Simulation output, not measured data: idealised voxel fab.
process module | voxel ribs on slabs
cross-section cut | 270 nm wide | cells 5 nm
A cross-section is a grid of square cells, given in bands from the top down. A band is one or more rows of cells.
Each band's line starts with the height of the band's top and of its bottom, in nm. Then come its materials from left to right, each with its width in nm. One material with "throughout" fills the band from edge to edge. "air" is empty space.
Height 0 is the level under which the wafer as received is all one material. The lowest band goes on downwards, as in "0 down".
A width such as "30 to 40" changes by the same amount from each row of cells to the next, from the band's top row to its bottom row.
"no change" after a step means that no cell of the cross-section changed.
closed voids: empty space of 8 cells or more with no open way to the top, each as width x height at its distance from the left edge, in nm
after a step's settings: what the simulator itself notes on the step
overlay nm, on a step with a mask: how far to the right of its planned place the mask lay; to the left if negative
plan
1 op RECEIVE | material Si
2 op DIRECTIONAL_DEP | material SiO2 | thk nm 30
3 op DIRECTIONAL_DEP | material polySi | thk nm 15
4 op MASKED_ETCH | tone cover | mask id RIB | width nm 15 | etch materials polySi | depth nm 10 | overlay nm 0
5 op PATTERN | tone cover | mask id SLAB | material resist | width nm 65 | thk nm 15 | overlay nm 0
6 op DIRECTIONAL_ETCH | etch materials polySi | depth nm 5
7 op STRIP | etch materials resist
8 op FILL_DEP | material SiO2 | thk nm 25
9 op CMP | height nm 65
10 op DIRECTIONAL_DEP | material W | thk nm 10
11 op MASKED_ETCH | tone cover | mask id HEATER | width nm 25 | etch materials W | depth nm 10 | overlay nm 0
12 op CONFORMAL_DEP | material SiO2 | thk nm 10
first wafer, as planned
as received, after step 1
  0 down: Si throughout
  closed voids: none
after step 2
  30 to 0: SiO2 throughout
  below 0: unchanged
after step 3
  45 to 30: polySi throughout
  below 30: unchanged
after step 4
  45 to 35: air 125 | polySi 15 | air 130
  below 35: unchanged
after step 5
  60 to 45: air 100 | resist 65 | air 105
  45 to 35: air 100 | resist 25 | polySi 15 | resist 25 | air 105
  below 35: unchanged
after step 6
  60 to 45: air 100 | resist 65 | air 105
  45 to 35: air 100 | resist 25 | polySi 15 | resist 25 | air 105
  35 to 30: air 100 | polySi 65 | air 105
  below 30: unchanged
after step 7
  45 to 35: air 125 | polySi 15 | air 130
  below 35: unchanged
after step 8
  70 to 45: SiO2 throughout
  45 to 35: SiO2 125 | polySi 15 | SiO2 130
  35 to 30: SiO2 100 | polySi 65 | SiO2 105
  below 30: unchanged
after step 9
  65 to 45: SiO2 throughout
  below 45: unchanged
after step 10
  75 to 65: W throughout
  below 65: unchanged
after step 11
  75 to 65: air 120 | W 25 | air 125
  below 65: unchanged
after step 12
  85 to 75: air 110 | SiO2 45 | air 115
  75 to 65: SiO2 120 | W 25 | SiO2 125
  below 65: unchanged
second wafer: like start, like plan, one mistake. Through step 3 it matches the first wafer
when step 4 should have ended
  45 to 35: polySi 125 | air 15 | polySi 130
  below 35: unchanged
when step 5 should have ended
  60 to 45: air 100 | resist 65 | air 105
  45 to 35: polySi 125 | resist 15 | polySi 130
  below 35: unchanged
when step 6 should have ended
  60 to 45: air 100 | resist 65 | air 105
  45 to 40: air 100 | polySi 25 | resist 15 | polySi 25 | air 105
  below 40: unchanged
when step 7 should have ended
  45 to 40: air 100 | polySi 25 | air 15 | polySi 25 | air 105
  40 to 35: polySi 125 | air 15 | polySi 130
  below 35: unchanged
when step 8 should have ended
  70 to 45: SiO2 throughout
  45 to 40: SiO2 100 | polySi 25 | SiO2 15 | polySi 25 | SiO2 105
  40 to 35: polySi 125 | SiO2 15 | polySi 130
  below 35: unchanged
when step 9 should have ended
  65 to 45: SiO2 throughout
  below 45: unchanged
when step 10 should have ended
  75 to 65: W throughout
  below 65: unchanged
when step 11 should have ended
  75 to 65: air 120 | W 25 | air 125
  below 65: unchanged
when step 12 should have ended
  85 to 75: air 110 | SiO2 45 | air 115
  75 to 65: SiO2 120 | W 25 | SiO2 125
  below 65: unchanged
what went wrong: step 4 ran as: op MASKED_ETCH | tone open | mask id RIB | width nm 15 | etch materials polySi | depth nm 10 | overlay nm 0
at the end the second wafer has, in cells: 96 fewer of SiO2 | 96 more of polySi
